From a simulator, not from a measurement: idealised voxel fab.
Herein follows the process module entitled voxel capacitor over wiring.
Pictured: cross-section cut, 270 nm wide, on a grid of 5 nm square cells.
In this document a cross-section is written as a grid of square cells. It is given as a series of bands, listed from the top down, and a band is one or more rows of cells. First you get the band's top height and its bottom height, in nm, and then the materials it's made of, left to right, with each width in nm. If you see a single material with "full width", that one covers the band edge to edge. "blank" is empty space. Where do heights start? At 0: under that level the wafer as delivered is made of one material only. And the lowest band has no floor; it just carries on downward, as in "0 down". The notation "30->40" denotes a width that varies across the rows of cells in the band, beginning at the first number in the top row, finishing at the second number in the bottom row, and changing by an identical amount from each row to the next. What does "nothing got changed" mean for a step? It means no cell of the cross-section changed in that step. Each empty space that has no open way to the top and spans at least 8 cells appears under "Closed void register" as width x height at distance, the distance counted from the left edge, all in nm. Past the settings on a step's line: simulator remark, on that step. "overlay nm" denotes, for a step that has a mask, the displacement of the mask to the right of its planned place, with negative values corresponding to the left. For the reader: what remains of this document is a series of pairs, each showing a cross-section before one process step and a cross-section after that step which reaches down only to the lowest band that changed, with the step between them and its settings set out under the pair. It should not be assumed that a pair continues from the pair above it; the pairs can come from different runs of this module on the same starting wafer, and such continuity exists only where the entry headed "Before processing" says so.
Before processing:
45 to 35: aC full width
35 to 5: SiO2 full width
5 to 0: SiCN full width
0 down: Si full width
Closed void register: none
Structure After Step:
70 to 45: resist 75; blank 25; resist 65; blank 25; resist 80
Below 45 it's all the same as before, nothing changed down there.
Closed void register: none
The process step separating the two cross-sections depicted above is as follows: PATTERN with tone open, mask id METAL_1, material resist, width nm 25, pitch nm 90, thk nm 25, overlay nm 0
Before processing: Please consult the pair immediately above; the cross-section it shows after its step is the state before this step.
Structure After Step:
60 to 45: resist 75; blank 25; resist 65; blank 25; resist 80
45 to 35: aC 75; blank 25; aC 65; blank 25; aC 80
Below 35 it's all the same as before, nothing changed down there.
Closed void register: none
The process step separating the two cross-sections depicted above is as follows: DIRECTIONAL_ETCH with etch materials aC, depth nm 10
Before processing: Please consult the pair immediately above; the cross-section it shows after its step is the state before this step.
Structure After Step:
45 to 35: aC 75; blank 25; aC 65; blank 25; aC 80
Below 35 it's all the same as before, nothing changed down there.
Closed void register: none
The process step separating the two cross-sections depicted above is as follows: STRIP with etch materials resist
Before processing: Please consult the pair immediately above; the cross-section it shows after its step is the state before this step.
Structure After Step:
45 to 35: aC 75; blank 25; aC 65; blank 25; aC 80
35 to 20: SiO2 75; blank 25; SiO2 65; blank 25; SiO2 80
Below 20 it's all the same as before, nothing changed down there.
Closed void register: none
The process step separating the two cross-sections depicted above is as follows: DIRECTIONAL_ETCH with etch materials SiO2, depth nm 15
Before processing: Please consult the pair immediately above; the cross-section it shows after its step is the state before this step.
Structure After Step:
35 to 20: SiO2 75; blank 25; SiO2 65; blank 25; SiO2 80
Below 20 it's all the same as before, nothing changed down there.
Closed void register: none
The process step separating the two cross-sections depicted above is as follows: STRIP with etch materials aC
Before processing: Please consult the pair immediately above; the cross-section it shows after its step is the state before this step.
Structure After Step:
40 to 35: TiN 80; blank 15; TiN 75; blank 15; TiN 85
35 to 25: SiO2 75; TiN 5; blank 15; TiN 5; SiO2 65; TiN 5; blank 15; TiN 5; SiO2 80
25 to 20: SiO2 75; TiN 25; SiO2 65; TiN 25; SiO2 80
Below 20 it's all the same as before, nothing changed down there.
Closed void register: none
The process step separating the two cross-sections depicted above is as follows: CONFORMAL_DEP with material TiN, thk nm 5
Before processing: Please consult the pair immediately above; the cross-section it shows after its step is the state before this step.
Structure After Step:
45 to 40: Ru full width
40 to 35: TiN 80; Ru 15; TiN 75; Ru 15; TiN 85
35 to 25: SiO2 75; TiN 5; Ru 15; TiN 5; SiO2 65; TiN 5; Ru 15; TiN 5; SiO2 80
Below 25 it's all the same as before, nothing changed down there.
Closed void register: none
The process step separating the two cross-sections depicted above is as follows: FILL_DEP with material Ru, thk nm 5
Before processing: Please consult the pair immediately above; the cross-section it shows after its step is the state before this step.
Structure After Step:
35 to 25: SiO2 75; TiN 5; Ru 15; TiN 5; SiO2 65; TiN 5; Ru 15; TiN 5; SiO2 80
Below 25 it's all the same as before, nothing changed down there.
Closed void register: none
The process step separating the two cross-sections depicted above is as follows: CMP with height nm 35
Before processing: Please consult the pair immediately above; the cross-section it shows after its step is the state before this step.
Structure After Step:
40 to 35: SiCN full width
Below 35 it's all the same as before, nothing changed down there.
Closed void register: none
The process step separating the two cross-sections depicted above is as follows: CONFORMAL_DEP with material SiCN, thk nm 5
Before processing: Please consult the pair immediately above; the cross-section it shows after its step is the state before this step.
Structure After Step:
60 to 40: SiO2 full width
Below 40 it's all the same as before, nothing changed down there.
Closed void register: none
The process step separating the two cross-sections depicted above is as follows: DIRECTIONAL_DEP with material SiO2, thk nm 20
Before processing: Please consult the pair immediately above; the cross-section it shows after its step is the state before this step.
Structure After Step:
60 to 40: SiO2 85; blank 15; SiO2 170
Below 40 it's all the same as before, nothing changed down there.
Closed void register: none
The process step separating the two cross-sections depicted above is as follows: MASKED_ETCH with tone open, mask id PLUG_1, width nm 15, etch materials SiO2, depth nm 20, overlay nm 0
Before processing: Please consult the pair immediately above; the cross-section it shows after its step is the state before this step.
Structure After Step:
60 to 40: SiO2 85; blank 15; SiO2 170
40 to 35: SiCN 85; blank 15; SiCN 170
Below 35 it's all the same as before, nothing changed down there.
Closed void register: none
The process step separating the two cross-sections depicted above is as follows: MASKED_ETCH with tone open, mask id PLUG_1, width nm 15, etch materials SiCN, depth nm 5, overlay nm 0
Before processing: Please consult the pair immediately above; the cross-section it shows after its step is the state before this step.
Structure After Step:
65 to 60: TiN 90; blank 5; TiN 175
60 to 40: SiO2 85; TiN 5; blank 5; TiN 5; SiO2 170
40 to 35: SiCN 85; TiN 15; SiCN 170
Below 35 it's all the same as before, nothing changed down there.
Closed void register: none
The process step separating the two cross-sections depicted above is as follows: CONFORMAL_DEP with material TiN, thk nm 5
Before processing: Please consult the pair immediately above; the cross-section it shows after its step is the state before this step.
Structure After Step:
70 to 65: Cu full width
65 to 60: TiN 90; Cu 5; TiN 175
60 to 40: SiO2 85; TiN 5; Cu 5; TiN 5; SiO2 170
Below 40 it's all the same as before, nothing changed down there.
Closed void register: none
The process step separating the two cross-sections depicted above is as follows: FILL_DEP with material Cu, thk nm 5
Before processing: Please consult the pair immediately above; the cross-section it shows after its step is the state before this step.
Structure After Step:
60 to 40: SiO2 85; TiN 5; Cu 5; TiN 5; SiO2 170
Below 40 it's all the same as before, nothing changed down there.
Closed void register: none
The process step separating the two cross-sections depicted above is as follows: CMP with height nm 60
Before processing: Please consult the pair immediately above; the cross-section it shows after its step is the state before this step.
Structure After Step:
70 to 60: TiN full width
Below 60 it's all the same as before, nothing changed down there.
Closed void register: none
The process step separating the two cross-sections depicted above is as follows: DIRECTIONAL_DEP with material TiN, thk nm 10
Before processing: Please consult the pair immediately above; the cross-section it shows after its step is the state before this step.
Structure After Step:
75 to 70: HfO2 full width
Below 70 it's all the same as before, nothing changed down there.
Closed void register: none
The process step separating the two cross-sections depicted above is as follows: DIRECTIONAL_DEP with material HfO2, thk nm 5
Before processing: Please consult the pair immediately above; the cross-section it shows after its step is the state before this step.
Structure After Step:
80 to 75: TiN full width
Below 75 it's all the same as before, nothing changed down there.
Closed void register: none
The process step separating the two cross-sections depicted above is as follows: DIRECTIONAL_DEP with material TiN, thk nm 5
Before processing: Please consult the pair immediately above; the cross-section it shows after its step is the state before this step.
Structure After Step:
90 to 80: aC full width
Below 80 it's all the same as before, nothing changed down there.
Closed void register: none
The process step separating the two cross-sections depicted above is as follows: DIRECTIONAL_DEP with material aC, thk nm 10
Before processing: Please consult the pair immediately above; the cross-section it shows after its step is the state before this step.
Structure After Step:
115 to 90: blank 85; resist 70; blank 115
Below 90 it's all the same as before, nothing changed down there.
Closed void register: none
The process step separating the two cross-sections depicted above is as follows: PATTERN with tone cover, mask id UPPER_PLATE, material resist, width nm 70, thk nm 25, overlay nm 0
Before processing: Please consult the pair immediately above; the cross-section it shows after its step is the state before this step.
Structure After Step:
105 to 90: blank 85; resist 70; blank 115
90 to 80: blank 85; aC 70; blank 115
Below 80 it's all the same as before, nothing changed down there.
Closed void register: none
The process step separating the two cross-sections depicted above is as follows: DIRECTIONAL_ETCH with etch materials aC, depth nm 10
Before processing: Please consult the pair immediately above; the cross-section it shows after its step is the state before this step.
Structure After Step:
90 to 80: blank 85; aC 70; blank 115
Below 80 it's all the same as before, nothing changed down there.
Closed void register: none
The process step separating the two cross-sections depicted above is as follows: STRIP with etch materials resist
Before processing: Please consult the pair immediately above; the cross-section it shows after its step is the state before this step.
Structure After Step:
90 to 80: blank 85; aC 70; blank 115
80 to 75: blank 85; TiN 70; blank 115
Below 75 it's all the same as before, nothing changed down there.
Closed void register: none
The process step separating the two cross-sections depicted above is as follows: DIRECTIONAL_ETCH with etch materials TiN, depth nm 5
Before processing: Please consult the pair immediately above; the cross-section it shows after its step is the state before this step.
Structure After Step:
90 to 80: blank 85; aC 70; blank 115
80 to 75: blank 85; TiN 70; blank 115
75 to 70: blank 85; HfO2 70; blank 115
Below 70 it's all the same as before, nothing changed down there.
Closed void register: none
The process step separating the two cross-sections depicted above is as follows: DIRECTIONAL_ETCH with etch materials HfO2, depth nm 5
Before processing: Please consult the pair immediately above; the cross-section it shows after its step is the state before this step.
Structure After Step:
80 to 75: blank 85; TiN 70; blank 115
Below 75 it's all the same as before, nothing changed down there.
Closed void register: none
The process step separating the two cross-sections depicted above is as follows: STRIP with etch materials aC
Before processing: Please consult the pair immediately above; the cross-section it shows after its step is the state before this step.
Structure After Step:
95 to 85: blank 85; aC 70; blank 115
85 to 80: aC full width
80 to 75: aC 85; TiN 70; aC 115
75 to 70: aC 85; HfO2 70; aC 115
Below 70 it's all the same as before, nothing changed down there.
Closed void register: none
The process step separating the two cross-sections depicted above is as follows: DIRECTIONAL_DEP with material aC, thk nm 15
Before processing: Please consult the pair immediately above; the cross-section it shows after its step is the state before this step.
Structure After Step:
125 to 95: blank 80; resist 80; blank 110
95 to 85: blank 80; resist 5; aC 70; resist 5; blank 110
Below 85 it's all the same as before, nothing changed down there.
Closed void register: none
The process step separating the two cross-sections depicted above is as follows: PATTERN with tone cover, mask id LOWER_PLATE, material resist, width nm 80, thk nm 30, overlay nm 0
Before processing: Please consult the pair immediately above; the cross-section it shows after its step is the state before this step.
Structure After Step:
110 to 95: blank 80; resist 80; blank 110
95 to 85: blank 80; resist 5; aC 70; resist 5; blank 110
85 to 80: blank 80; aC 80; blank 110
80 to 75: blank 80; aC 5; TiN 70; aC 5; blank 110
75 to 70: blank 80; aC 5; HfO2 70; aC 5; blank 110
Below 70 it's all the same as before, nothing changed down there.
Closed void register: none
The process step separating the two cross-sections depicted above is as follows: DIRECTIONAL_ETCH with etch materials aC, depth nm 15
Before processing: Please consult the pair immediately above; the cross-section it shows after its step is the state before this step.
Structure After Step:
95 to 85: blank 85; aC 70; blank 115
Below 85 it's all the same as before, nothing changed down there.
Closed void register: none
The process step separating the two cross-sections depicted above is as follows: STRIP with etch materials resist
Before processing: Please consult the pair immediately above; the cross-section it shows after its step is the state before this step.
Structure After Step:
95 to 85: blank 85; aC 70; blank 115
85 to 80: blank 80; aC 80; blank 110
80 to 75: blank 80; aC 5; TiN 70; aC 5; blank 110
75 to 70: blank 80; aC 5; HfO2 70; aC 5; blank 110
70 to 60: blank 80; TiN 80; blank 110
Below 60 it's all the same as before, nothing changed down there.
Closed void register: none
The process step separating the two cross-sections depicted above is as follows: DIRECTIONAL_ETCH with etch materials TiN, depth nm 10
Before processing: Please consult the pair immediately above; the cross-section it shows after its step is the state before this step.
Structure After Step:
80 to 75: blank 85; TiN 70; blank 115
75 to 70: blank 85; HfO2 70; blank 115
Below 70 it's all the same as before, nothing changed down there.
Closed void register: none
The process step separating the two cross-sections depicted above is as follows: STRIP with etch materials aC
Before processing: Please consult the pair immediately above; the cross-section it shows after its step is the state before this step.
Structure After Step:
100 to 80: SiO2 full width
80 to 75: SiO2 85; TiN 70; SiO2 115
75 to 70: SiO2 85; HfO2 70; SiO2 115
70 to 60: SiO2 80; TiN 80; SiO2 110
Below 60 it's all the same as before, nothing changed down there.
Closed void register: none
The process step separating the two cross-sections depicted above is as follows: FILL_DEP with material SiO2, thk nm 20
Before processing: Please consult the pair immediately above; the cross-section it shows after its step is the state before this step.
Structure After Step:
95 to 80: SiO2 full width
Below 80 it's all the same as before, nothing changed down there.
Closed void register: none
The process step separating the two cross-sections depicted above is as follows: CMP with height nm 95
Before processing: Please consult the pair immediately above; the cross-section it shows after its step is the state before this step.
Structure After Step:
95 to 80: SiO2 95; blank 15; SiO2 160
Below 80 it's all the same as before, nothing changed down there.
Closed void register: none
The process step separating the two cross-sections depicted above is as follows: MASKED_ETCH with tone open, mask id PLUG_2, width nm 15, etch materials SiO2, depth nm 15, overlay nm 0
Before processing: Please consult the pair immediately above; the cross-section it shows after its step is the state before this step.
Structure After Step:
100 to 95: TiN 100; blank 5; TiN 165
95 to 85: SiO2 95; TiN 5; blank 5; TiN 5; SiO2 160
85 to 75: SiO2 95->85; TiN 15->70; SiO2 160->115
Below 75 it's all the same as before, nothing changed down there.
Closed void register: none
The process step separating the two cross-sections depicted above is as follows: CONFORMAL_DEP with material TiN, thk nm 5
Before processing: Please consult the pair immediately above; the cross-section it shows after its step is the state before this step.
Structure After Step:
105 to 100: W full width
100 to 95: TiN 100; W 5; TiN 165
95 to 85: SiO2 95; TiN 5; W 5; TiN 5; SiO2 160
Below 85 it's all the same as before, nothing changed down there.
Closed void register: none
The process step separating the two cross-sections depicted above is as follows: FILL_DEP with material W, thk nm 5
Before processing: Please consult the pair immediately above; the cross-section it shows after its step is the state before this step.
Structure After Step:
95 to 85: SiO2 95; TiN 5; W 5; TiN 5; SiO2 160
Below 85 it's all the same as before, nothing changed down there.
Closed void register: none
The process step separating the two cross-sections depicted above is as follows: CMP with height nm 95
Before processing: Please consult the pair immediately above; the cross-section it shows after its step is the state before this step.
Structure After Step:
100 to 95: SiCN full width
Below 95 it's all the same as before, nothing changed down there.
Closed void register: none
The process step separating the two cross-sections depicted above is as follows: CONFORMAL_DEP with material SiCN, thk nm 5
Before processing:
95 to 85: SiO2 95; TiN 5; W 5; TiN 5; SiO2 160
85 to 75: SiO2 95->85; TiN 15->70; SiO2 160->115
75 to 70: SiO2 85; HfO2 70; SiO2 115
70 to 60: SiO2 80; TiN 80; SiO2 110
60 to 40: SiO2 85; TiN 5; Cu 5; TiN 5; SiO2 170
40 to 35: SiCN 85; TiN 15; SiCN 170
35 to 20: SiO2 75; TiN 5; Ru 15; TiN 5; SiO2 65; TiN 5; Ru 15; TiN 5; SiO2 80
20 to 15: SiCN 75; TiN 25; SiCN 65; TiN 25; SiCN 80
15 to 0: SiO2 full width
0 down: Si full width
Closed void register: none
Structure After Step:
110 to 95: SiCN full width
Below 95 it's all the same as before, nothing changed down there.
Closed void register: none
The process step separating the two cross-sections depicted above is as follows: CONFORMAL_DEP with material SiCN, thk nm 15
Before processing:
45 to 35: aC full width
35 to 20: SiO2 full width
20 to 15: SiCN full width
15 to 0: SiO2 full width
0 down: Si full width
Closed void register: none
Structure After Step:
70 to 45: resist 80; blank 15; resist 75; blank 15; resist 85
Below 45 it's all the same as before, nothing changed down there.
Closed void register: none
The process step separating the two cross-sections depicted above is as follows: PATTERN with tone open, mask id METAL_1, material resist, width nm 15, pitch nm 90, thk nm 25, overlay nm 0
Before processing: Please consult the pair immediately above; the cross-section it shows after its step is the state before this step.
Structure After Step:
60 to 45: resist 80; blank 15; resist 75; blank 15; resist 85
45 to 35: aC 80; blank 15; aC 75; blank 15; aC 85
Below 35 it's all the same as before, nothing changed down there.
Closed void register: none
The process step separating the two cross-sections depicted above is as follows: DIRECTIONAL_ETCH with etch materials aC, depth nm 10
Before processing: Please consult the pair immediately above; the cross-section it shows after its step is the state before this step.
Structure After Step:
45 to 35: aC 80; blank 15; aC 75; blank 15; aC 85
Below 35 it's all the same as before, nothing changed down there.
Closed void register: none
The process step separating the two cross-sections depicted above is as follows: STRIP with etch materials resist
Before processing: Please consult the pair immediately above; the cross-section it shows after its step is the state before this step.
Structure After Step:
45 to 35: aC 80; blank 15; aC 75; blank 15; aC 85
35 to 20: SiO2 80; blank 15; SiO2 75; blank 15; SiO2 85
Below 20 it's all the same as before, nothing changed down there.
Closed void register: none
The process step separating the two cross-sections depicted above is as follows: DIRECTIONAL_ETCH with etch materials SiO2, depth nm 15
Before processing: Please consult the pair immediately above; the cross-section it shows after its step is the state before this step.
Structure After Step:
45 to 35: aC 80; blank 15; aC 75; blank 15; aC 85
35 to 20: SiO2 80; blank 15; SiO2 75; blank 15; SiO2 85
20 to 15: SiCN 80; blank 15; SiCN 75; blank 15; SiCN 85
Below 15 it's all the same as before, nothing changed down there.
Closed void register: none
The process step separating the two cross-sections depicted above is as follows: DIRECTIONAL_ETCH with etch materials SiCN, depth nm 5
Before processing: Please consult the pair immediately above; the cross-section it shows after its step is the state before this step.
Structure After Step:
35 to 20: SiO2 80; blank 15; SiO2 75; blank 15; SiO2 85
Below 20 it's all the same as before, nothing changed down there.
Closed void register: none
The process step separating the two cross-sections depicted above is as follows: STRIP with etch materials aC
Before processing: Please consult the pair immediately above; the cross-section it shows after its step is the state before this step.
Structure After Step:
40 to 35: TiN 85; blank 5; TiN 85; blank 5; TiN 90
35 to 20: SiO2 80; TiN 5; blank 5; TiN 5; SiO2 75; TiN 5; blank 5; TiN 5; SiO2 85
20 to 15: SiCN 80; TiN 15; SiCN 75; TiN 15; SiCN 85
Below 15 it's all the same as before, nothing changed down there.
Closed void register: none
The process step separating the two cross-sections depicted above is as follows: CONFORMAL_DEP with material TiN, thk nm 5
Before processing: Please consult the pair immediately above; the cross-section it shows after its step is the state before this step.
Structure After Step:
45 to 40: Ru full width
40 to 35: TiN 85; Ru 5; TiN 85; Ru 5; TiN 90
35 to 20: SiO2 80; TiN 5; Ru 5; TiN 5; SiO2 75; TiN 5; Ru 5; TiN 5; SiO2 85
Below 20 it's all the same as before, nothing changed down there.
Closed void register: none
The process step separating the two cross-sections depicted above is as follows: FILL_DEP with material Ru, thk nm 5
Before processing: Please consult the pair immediately above; the cross-section it shows after its step is the state before this step.
Structure After Step:
35 to 20: SiO2 80; TiN 5; Ru 5; TiN 5; SiO2 75; TiN 5; Ru 5; TiN 5; SiO2 85
Below 20 it's all the same as before, nothing changed down there.
Closed void register: none
The process step separating the two cross-sections depicted above is as follows: CMP with height nm 35
Before processing: Please consult the pair immediately above; the cross-section it shows after its step is the state before this step.
Structure After Step:
40 to 35: SiCN full width
Below 35 it's all the same as before, nothing changed down there.
Closed void register: none
The process step separating the two cross-sections depicted above is as follows: CONFORMAL_DEP with material SiCN, thk nm 5
Before processing: Please consult the pair immediately above; the cross-section it shows after its step is the state before this step.
Structure After Step:
60 to 40: SiO2 full width
Below 40 it's all the same as before, nothing changed down there.
Closed void register: none
The process step separating the two cross-sections depicted above is as follows: DIRECTIONAL_DEP with material SiO2, thk nm 20
Before processing: Please consult the pair immediately above; the cross-section it shows after its step is the state before this step.
Structure After Step:
60 to 40: SiO2 85; blank 15; SiO2 170
Below 40 it's all the same as before, nothing changed down there.
Closed void register: none
The process step separating the two cross-sections depicted above is as follows: MASKED_ETCH with tone open, mask id PLUG_1, width nm 15, etch materials SiO2, depth nm 20, overlay nm 0
Before processing: Please consult the pair immediately above; the cross-section it shows after its step is the state before this step.
Structure After Step:
60 to 40: SiO2 85; blank 15; SiO2 170
40 to 35: SiCN 85; blank 15; SiCN 170
Below 35 it's all the same as before, nothing changed down there.
Closed void register: none
The process step separating the two cross-sections depicted above is as follows: MASKED_ETCH with tone open, mask id PLUG_1, width nm 15, etch materials SiCN, depth nm 5, overlay nm 0
Before processing: Please consult the pair immediately above; the cross-section it shows after its step is the state before this step.
Structure After Step:
65 to 60: TiN 90; blank 5; TiN 175
60 to 40: SiO2 85; TiN 5; blank 5; TiN 5; SiO2 170
40 to 35: SiCN 85; TiN 15; SiCN 170
Below 35 it's all the same as before, nothing changed down there.
Closed void register: none
The process step separating the two cross-sections depicted above is as follows: CONFORMAL_DEP with material TiN, thk nm 5
Before processing: Please consult the pair immediately above; the cross-section it shows after its step is the state before this step.
Structure After Step:
70 to 65: Cu full width
65 to 60: TiN 90; Cu 5; TiN 175
60 to 40: SiO2 85; TiN 5; Cu 5; TiN 5; SiO2 170
Below 40 it's all the same as before, nothing changed down there.
Closed void register: none
The process step separating the two cross-sections depicted above is as follows: FILL_DEP with material Cu, thk nm 5
Before processing: Please consult the pair immediately above; the cross-section it shows after its step is the state before this step.
Structure After Step:
60 to 40: SiO2 85; TiN 5; Cu 5; TiN 5; SiO2 170
Below 40 it's all the same as before, nothing changed down there.
Closed void register: none
The process step separating the two cross-sections depicted above is as follows: CMP with height nm 60
Before processing: Please consult the pair immediately above; the cross-section it shows after its step is the state before this step.
Structure After Step:
70 to 60: TiN full width
Below 60 it's all the same as before, nothing changed down there.
Closed void register: none
The process step separating the two cross-sections depicted above is as follows: DIRECTIONAL_DEP with material TiN, thk nm 10
Before processing: Please consult the pair immediately above; the cross-section it shows after its step is the state before this step.
Structure After Step:
75 to 70: HfO2 full width
Below 70 it's all the same as before, nothing changed down there.
Closed void register: none
The process step separating the two cross-sections depicted above is as follows: DIRECTIONAL_DEP with material HfO2, thk nm 5
Before processing: Please consult the pair immediately above; the cross-section it shows after its step is the state before this step.
Structure After Step:
80 to 75: TiN full width
Below 75 it's all the same as before, nothing changed down there.
Closed void register: none
The process step separating the two cross-sections depicted above is as follows: DIRECTIONAL_DEP with material TiN, thk nm 5
Before processing: Please consult the pair immediately above; the cross-section it shows after its step is the state before this step.
Structure After Step:
90 to 80: aC full width
Below 80 it's all the same as before, nothing changed down there.
Closed void register: none
The process step separating the two cross-sections depicted above is as follows: DIRECTIONAL_DEP with material aC, thk nm 10
Before processing: Please consult the pair immediately above; the cross-section it shows after its step is the state before this step.
Structure After Step:
115 to 90: blank 85; resist 70; blank 115
Below 90 it's all the same as before, nothing changed down there.
Closed void register: none
The process step separating the two cross-sections depicted above is as follows: PATTERN with tone cover, mask id UPPER_PLATE, material resist, width nm 70, thk nm 25, overlay nm 0
Before processing: Please consult the pair immediately above; the cross-section it shows after its step is the state before this step.
Structure After Step:
105 to 90: blank 85; resist 70; blank 115
90 to 80: blank 85; aC 70; blank 115
Below 80 it's all the same as before, nothing changed down there.
Closed void register: none
The process step separating the two cross-sections depicted above is as follows: DIRECTIONAL_ETCH with etch materials aC, depth nm 10
Before processing: Please consult the pair immediately above; the cross-section it shows after its step is the state before this step.
Structure After Step:
90 to 80: blank 85; aC 70; blank 115
Below 80 it's all the same as before, nothing changed down there.
Closed void register: none
The process step separating the two cross-sections depicted above is as follows: STRIP with etch materials resist
Before processing: Please consult the pair immediately above; the cross-section it shows after its step is the state before this step.
Structure After Step:
90 to 80: blank 85; aC 70; blank 115
80 to 75: blank 85; TiN 70; blank 115
Below 75 it's all the same as before, nothing changed down there.
Closed void register: none
The process step separating the two cross-sections depicted above is as follows: DIRECTIONAL_ETCH with etch materials TiN, depth nm 5
Before processing: Please consult the pair immediately above; the cross-section it shows after its step is the state before this step.
Structure After Step:
90 to 80: blank 85; aC 70; blank 115
80 to 75: blank 85; TiN 70; blank 115
75 to 70: blank 85; HfO2 70; blank 115
Below 70 it's all the same as before, nothing changed down there.
Closed void register: none
The process step separating the two cross-sections depicted above is as follows: DIRECTIONAL_ETCH with etch materials HfO2, depth nm 5
Before processing: Please consult the pair immediately above; the cross-section it shows after its step is the state before this step.
Structure After Step:
80 to 75: blank 85; TiN 70; blank 115
Below 75 it's all the same as before, nothing changed down there.
Closed void register: none
The process step separating the two cross-sections depicted above is as follows: STRIP with etch materials aC
Before processing: Please consult the pair immediately above; the cross-section it shows after its step is the state before this step.
Structure After Step:
95 to 85: blank 85; aC 70; blank 115
85 to 80: aC full width
80 to 75: aC 85; TiN 70; aC 115
75 to 70: aC 85; HfO2 70; aC 115
Below 70 it's all the same as before, nothing changed down there.
Closed void register: none
The process step separating the two cross-sections depicted above is as follows: DIRECTIONAL_DEP with material aC, thk nm 15
Before processing: Please consult the pair immediately above; the cross-section it shows after its step is the state before this step.
Structure After Step:
125 to 95: blank 80; resist 80; blank 110
95 to 85: blank 80; resist 5; aC 70; resist 5; blank 110
Below 85 it's all the same as before, nothing changed down there.
Closed void register: none
The process step separating the two cross-sections depicted above is as follows: PATTERN with tone cover, mask id LOWER_PLATE, material resist, width nm 80, thk nm 30, overlay nm 0
Before processing: Please consult the pair immediately above; the cross-section it shows after its step is the state before this step.
Structure After Step:
110 to 95: blank 80; resist 80; blank 110
95 to 85: blank 80; resist 5; aC 70; resist 5; blank 110
85 to 80: blank 80; aC 80; blank 110
80 to 75: blank 80; aC 5; TiN 70; aC 5; blank 110
75 to 70: blank 80; aC 5; HfO2 70; aC 5; blank 110
Below 70 it's all the same as before, nothing changed down there.
Closed void register: none
The process step separating the two cross-sections depicted above is as follows: DIRECTIONAL_ETCH with etch materials aC, depth nm 15
Before processing: Please consult the pair immediately above; the cross-section it shows after its step is the state before this step.
Structure After Step:
95 to 85: blank 85; aC 70; blank 115
Below 85 it's all the same as before, nothing changed down there.
Closed void register: none
The process step separating the two cross-sections depicted above is as follows: STRIP with etch materials resist
Before processing: Please consult the pair immediately above; the cross-section it shows after its step is the state before this step.
Structure After Step:
95 to 85: blank 85; aC 70; blank 115
85 to 80: blank 80; aC 80; blank 110
80 to 75: blank 80; aC 5; TiN 70; aC 5; blank 110
75 to 70: blank 80; aC 5; HfO2 70; aC 5; blank 110
70 to 60: blank 80; TiN 80; blank 110
Below 60 it's all the same as before, nothing changed down there.
Closed void register: none
The process step separating the two cross-sections depicted above is as follows: DIRECTIONAL_ETCH with etch materials TiN, depth nm 10
Before processing: Please consult the pair immediately above; the cross-section it shows after its step is the state before this step.
Structure After Step:
80 to 75: blank 85; TiN 70; blank 115
75 to 70: blank 85; HfO2 70; blank 115
Below 70 it's all the same as before, nothing changed down there.
Closed void register: none
The process step separating the two cross-sections depicted above is as follows: STRIP with etch materials aC
Before processing: Please consult the pair immediately above; the cross-section it shows after its step is the state before this step.
Structure After Step:
100 to 80: SiO2 full width
80 to 75: SiO2 85; TiN 70; SiO2 115
75 to 70: SiO2 85; HfO2 70; SiO2 115
70 to 60: SiO2 80; TiN 80; SiO2 110
Below 60 it's all the same as before, nothing changed down there.
Closed void register: none
The process step separating the two cross-sections depicted above is as follows: FILL_DEP with material SiO2, thk nm 20
Before processing: Please consult the pair immediately above; the cross-section it shows after its step is the state before this step.
Structure After Step:
95 to 80: SiO2 full width
Below 80 it's all the same as before, nothing changed down there.
Closed void register: none
The process step separating the two cross-sections depicted above is as follows: CMP with height nm 95
Before processing: Please consult the pair immediately above; the cross-section it shows after its step is the state before this step.
Structure After Step:
95 to 80: SiO2 95; blank 15; SiO2 160
Below 80 it's all the same as before, nothing changed down there.
Closed void register: none
The process step separating the two cross-sections depicted above is as follows: MASKED_ETCH with tone open, mask id PLUG_2, width nm 15, etch materials SiO2, depth nm 15, overlay nm 0
Before processing: Please consult the pair immediately above; the cross-section it shows after its step is the state before this step.
Structure After Step:
100 to 95: TiN 100; blank 5; TiN 165
95 to 85: SiO2 95; TiN 5; blank 5; TiN 5; SiO2 160
85 to 75: SiO2 95->85; TiN 15->70; SiO2 160->115
Below 75 it's all the same as before, nothing changed down there.
Closed void register: none
The process step separating the two cross-sections depicted above is as follows: CONFORMAL_DEP with material TiN, thk nm 5
Before processing: Please consult the pair immediately above; the cross-section it shows after its step is the state before this step.
Structure After Step:
105 to 100: W full width
100 to 95: TiN 100; W 5; TiN 165
95 to 85: SiO2 95; TiN 5; W 5; TiN 5; SiO2 160
Below 85 it's all the same as before, nothing changed down there.
Closed void register: none
The process step separating the two cross-sections depicted above is as follows: FILL_DEP with material W, thk nm 5
Before processing: Please consult the pair immediately above; the cross-section it shows after its step is the state before this step.
Structure After Step:
95 to 85: SiO2 95; TiN 5; W 5; TiN 5; SiO2 160
Below 85 it's all the same as before, nothing changed down there.
Closed void register: none
The process step separating the two cross-sections depicted above is as follows: CMP with height nm 95
Before processing: Please consult the pair immediately above; the cross-section it shows after its step is the state before this step.
Structure After Step:
100 to 95: SiCN full width
Below 95 it's all the same as before, nothing changed down there.
Closed void register: none
The process step separating the two cross-sections depicted above is as follows: CONFORMAL_DEP with material SiCN, thk nm 5
Before processing:
95 to 85: blank 85; aC 70; blank 115
85 to 80: aC full width
80 to 75: aC 85; TiN 70; aC 115
75 to 70: aC 85; HfO2 70; aC 115
70 to 60: TiN full width
60 to 40: SiO2 85; TiN 5; Cu 5; TiN 5; SiO2 170
40 to 35: SiCN 85; TiN 15; SiCN 170
35 to 20: SiO2 75; TiN 5; Ru 15; TiN 5; SiO2 65; TiN 5; Ru 15; TiN 5; SiO2 80
20 to 15: SiCN 75; TiN 25; SiCN 65; TiN 25; SiCN 80
15 to 0: SiO2 full width
0 down: Si full width
Closed void register: none
Structure After Step:
125 to 95: blank 85; resist 80; blank 105
95 to 85: blank 85; aC 70; resist 10; blank 105
Below 85 it's all the same as before, nothing changed down there.
Closed void register: none
The process step separating the two cross-sections depicted above is as follows: PATTERN with tone cover, mask id LOWER_PLATE, material resist, width nm 80, thk nm 30, overlay nm 5
Before processing: Please consult the pair immediately above; the cross-section it shows after its step is the state before this step.
Structure After Step:
110 to 95: blank 85; resist 80; blank 105
95 to 85: blank 85; aC 70; resist 10; blank 105
85 to 80: blank 85; aC 80; blank 105
80 to 75: blank 85; TiN 70; aC 10; blank 105
75 to 70: blank 85; HfO2 70; aC 10; blank 105
Below 70 it's all the same as before, nothing changed down there.
Closed void register: none
The process step separating the two cross-sections depicted above is as follows: DIRECTIONAL_ETCH with etch materials aC, depth nm 15
Before processing: Please consult the pair immediately above; the cross-section it shows after its step is the state before this step.
Structure After Step:
95 to 85: blank 85; aC 70; blank 115
Below 85 it's all the same as before, nothing changed down there.
Closed void register: none
The process step separating the two cross-sections depicted above is as follows: STRIP with etch materials resist
